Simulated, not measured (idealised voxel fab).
Process module name: voxel wiring stack
Cross-sectional view cut (width: 210 nm; square cell size: 5 nm).
This document writes a cross-section as a grid whose cells are square, and gives it as bands, listed from the top down; one or more rows of cells form a band.
Band: top height; bottom height; in nm. Then, left to right: material with width in nm, for each material. "throughout": a single material spanning edge to edge. "blank": empty space.
Height reference: 0 = level under which incoming wafer is all one material. Lowest band: no bottom, runs on downward, e.g. "z 0 and below".
It should be noted that a width expressed as "30 to 40" varies in equal increments from row to row of cells within the band, taking the value of the first number at the top row and that of the second number at the bottom row.
"same as before" -> step changed no cross-section cell.
Voids not open to the top, 8 cells minimum: see "Closed void inventory". Written width x height at distance; distance is from the left edge; nm.
On each step's line, the part that comes after the settings is the simulator's own comment on the step.
Each step line may optionally specify "overlay nm", which for a step with a mask gives the rightward distance between the mask's planned place and where it lay, a negative value indicating the leftward direction.

Intended process steps
step 1: op RECEIVE | material Si
step 2: op CONFORMAL_DEP | material SiO2 | thk nm 10
step 3: op CONFORMAL_DEP | material SiN | thk nm 5
step 4: op DIRECTIONAL_DEP | material SiO2 | thk nm 25
step 5: op DIRECTIONAL_DEP | material aC | thk nm 10
step 6: op PATTERN | tone open | mask id METAL_1 | material resist | width nm 25 | pitch nm 50 | thk nm 30 | overlay nm 0
step 7: op DIRECTIONAL_ETCH | etch materials aC | depth nm 10
step 8: op STRIP | etch materials resist
step 9: op DIRECTIONAL_ETCH | etch materials SiO2 | depth nm 25
step 10: op DIRECTIONAL_ETCH | etch materials SiN | depth nm 5
step 11: op STRIP | etch materials aC
step 12: op CONFORMAL_DEP | material TiN | thk nm 5
step 13: op FILL_DEP | material Cu | thk nm 5
step 14: op CMP | height nm 40
step 15: op CONFORMAL_DEP | material SiCN | thk nm 5
step 16: op DIRECTIONAL_DEP | material SiO2 | thk nm 25
step 17: op MASKED_ETCH | tone open | mask id METAL_2_HOLES | width nm 15 | pitch nm 50 | etch materials SiO2 | depth nm 25 | overlay nm 0
step 18: op MASKED_ETCH | tone open | mask id METAL_2 | width nm 25 | pitch nm 50 | etch materials SiO2 | depth nm 15 | overlay nm 0
step 19: op MASKED_ETCH | tone open | mask id METAL_2 | width nm 25 | pitch nm 50 | etch materials SiCN | depth nm 5 | overlay nm 0
step 20: op CONFORMAL_DEP | material TiN | thk nm 5
step 21: op FILL_DEP | material Cu | thk nm 10
step 22: op CMP | height nm 70
step 23: op CONFORMAL_DEP | material SiCN | thk nm 5
step 24: op DIRECTIONAL_DEP | material lowk | thk nm 35
step 25: op PATTERN | tone open | mask id METAL_3 | material resist | width nm 25 | pitch nm 50 | thk nm 15 | overlay nm 0
step 26: op DIRECTIONAL_ETCH | etch materials lowk | depth nm 20
step 27: op STRIP | etch materials resist
step 28: op DIRECTIONAL_DEP | material aC | thk nm 15
step 29: op PATTERN | tone open | mask id METAL_3_HOLES | material resist | width nm 15 | pitch nm 50 | thk nm 35 | overlay nm 0
step 30: op DIRECTIONAL_ETCH | etch materials aC | depth nm 15
step 31: op STRIP | etch materials resist
step 32: op DIRECTIONAL_ETCH | etch materials lowk | depth nm 15
step 33: op DIRECTIONAL_ETCH | etch materials SiCN | depth nm 5
step 34: op STRIP | etch materials aC
step 35: op CONFORMAL_DEP | material TiN | thk nm 5
step 36: op FILL_DEP | material Cu | thk nm 5
step 37: op CMP | height nm 110
step 38: op CONFORMAL_DEP | material SiN | thk nm 5

Cross-sectional view of the wafer in its as-received condition, corresponding to the state after step 1
    z 0 and below = Si throughout
    Closed void inventory: none

First of two wafers: cross-section at end of module, run per plan
    z 115 to 110 = SiN throughout
    z 110 to 95 = lowk 15; TiN 5; Cu 15; TiN 5; lowk 25; TiN 5; Cu 15; TiN 5; lowk 25; TiN 5; Cu 15; TiN 5; lowk 25; TiN 5; Cu 15; TiN 5; lowk 20
    z 95 to 90 = lowk 15; TiN 5; Cu 5; TiN 15; lowk 25; TiN 5; Cu 5; TiN 15; lowk 25; TiN 5; Cu 5; TiN 15; lowk 25; TiN 5; Cu 5; TiN 15; lowk 20
    z 90 to 75 = lowk 15; TiN 5; Cu 5; TiN 5; lowk 35; TiN 5; Cu 5; TiN 5; lowk 35; TiN 5; Cu 5; TiN 5; lowk 35; TiN 5; Cu 5; TiN 5; lowk 30
    z 75 to 70 = SiCN 15; TiN 15; SiCN 35; TiN 15; SiCN 35; TiN 15; SiCN 35; TiN 15; SiCN 30
    z 70 to 60 = SiO2 15; TiN 5; Cu 15; TiN 5; SiO2 25; TiN 5; Cu 15; TiN 5; SiO2 25; TiN 5; Cu 15; TiN 5; SiO2 25; TiN 5; Cu 15; TiN 5; SiO2 20
    z 60 to 55 = SiO2 15; TiN 5; Cu 5; TiN 15; SiO2 25; TiN 5; Cu 5; TiN 15; SiO2 25; TiN 5; Cu 5; TiN 15; SiO2 25; TiN 5; Cu 5; TiN 15; SiO2 20
    z 55 to 45 = SiO2 15; TiN 5; Cu 5; TiN 5; SiO2 35; TiN 5; Cu 5; TiN 5; SiO2 35; TiN 5; Cu 5; TiN 5; SiO2 35; TiN 5; Cu 5; TiN 5; SiO2 30
    z 45 to 40 = SiCN 15; TiN 15; SiCN 35; TiN 15; SiCN 35; TiN 15; SiCN 35; TiN 15; SiCN 30
    z 40 to 15 = SiO2 15; TiN 5; Cu 15; TiN 5; SiO2 25; TiN 5; Cu 15; TiN 5; SiO2 25; TiN 5; Cu 15; TiN 5; SiO2 25; TiN 5; Cu 15; TiN 5; SiO2 20
    z 15 to 10 = SiN 15; TiN 25; SiN 25; TiN 25; SiN 25; TiN 25; SiN 25; TiN 25; SiN 20
    z 10 to 0 = SiO2 throughout
    z 0 and below = Si throughout
    Closed void inventory: none

End-of-module cross-section of the second wafer: identical starting point and process plan to the first, with one processing mistake
    z 115 to 110 = SiN throughout
    z 110 to 95 = lowk 15; TiN 5; Cu 15; TiN 5; lowk 25; TiN 5; Cu 15; TiN 5; lowk 25; TiN 5; Cu 15; TiN 5; lowk 25; TiN 5; Cu 15; TiN 5; lowk 20
    z 95 to 90 = lowk 15; TiN 5; Cu 5; TiN 15; lowk 25; TiN 5; Cu 5; TiN 15; lowk 25; TiN 5; Cu 5; TiN 15; lowk 25; TiN 5; Cu 5; TiN 15; lowk 20
    z 90 to 75 = lowk 15; TiN 5; Cu 5; TiN 5; lowk 35; TiN 5; Cu 5; TiN 5; lowk 35; TiN 5; Cu 5; TiN 5; lowk 35; TiN 5; Cu 5; TiN 5; lowk 30
    z 75 to 70 = SiCN 15; TiN 15; SiCN 35; TiN 15; SiCN 35; TiN 15; SiCN 35; TiN 15; SiCN 30
    z 70 to 60 = Cu 25; TiN 5; SiO2 10; TiN 5; Cu 30; TiN 5; SiO2 10; TiN 5; Cu 30; TiN 5; SiO2 10; TiN 5; Cu 30; TiN 5; SiO2 10; TiN 5; Cu 15
    z 60 to 55 = TiN 20; Cu 5; TiN 5; SiO2 10; TiN 30; Cu 5; TiN 5; SiO2 10; TiN 30; Cu 5; TiN 5; SiO2 10; TiN 30; Cu 5; TiN 5; SiO2 10; TiN 20
    z 55 to 45 = SiO2 15; TiN 5; Cu 5; TiN 5; SiO2 35; TiN 5; Cu 5; TiN 5; SiO2 35; TiN 5; Cu 5; TiN 5; SiO2 35; TiN 5; Cu 5; TiN 5; SiO2 30
    z 45 to 40 = SiCN 15; TiN 15; SiCN 35; TiN 15; SiCN 35; TiN 15; SiCN 35; TiN 15; SiCN 30
    z 40 to 15 = SiO2 15; TiN 5; Cu 15; TiN 5; SiO2 25; TiN 5; Cu 15; TiN 5; SiO2 25; TiN 5; Cu 15; TiN 5; SiO2 25; TiN 5; Cu 15; TiN 5; SiO2 20
    z 15 to 10 = SiN 15; TiN 25; SiN 25; TiN 25; SiN 25; TiN 25; SiN 25; TiN 25; SiN 20
    z 10 to 0 = SiO2 throughout
    z 0 and below = Si throughout
    Closed void inventory: none
What broke from the plan during processing? step 18: run off-plan, actual operation and settings op MASKED_ETCH | tone cover | mask id METAL_2 | width nm 25 | pitch nm 50 | etch materials SiO2 | depth nm 15 | overlay nm 0
Wafer comparison, final, in cells, second relative to first, materials more or fewer: +28 Cu, -42 SiO2, +14 TiN
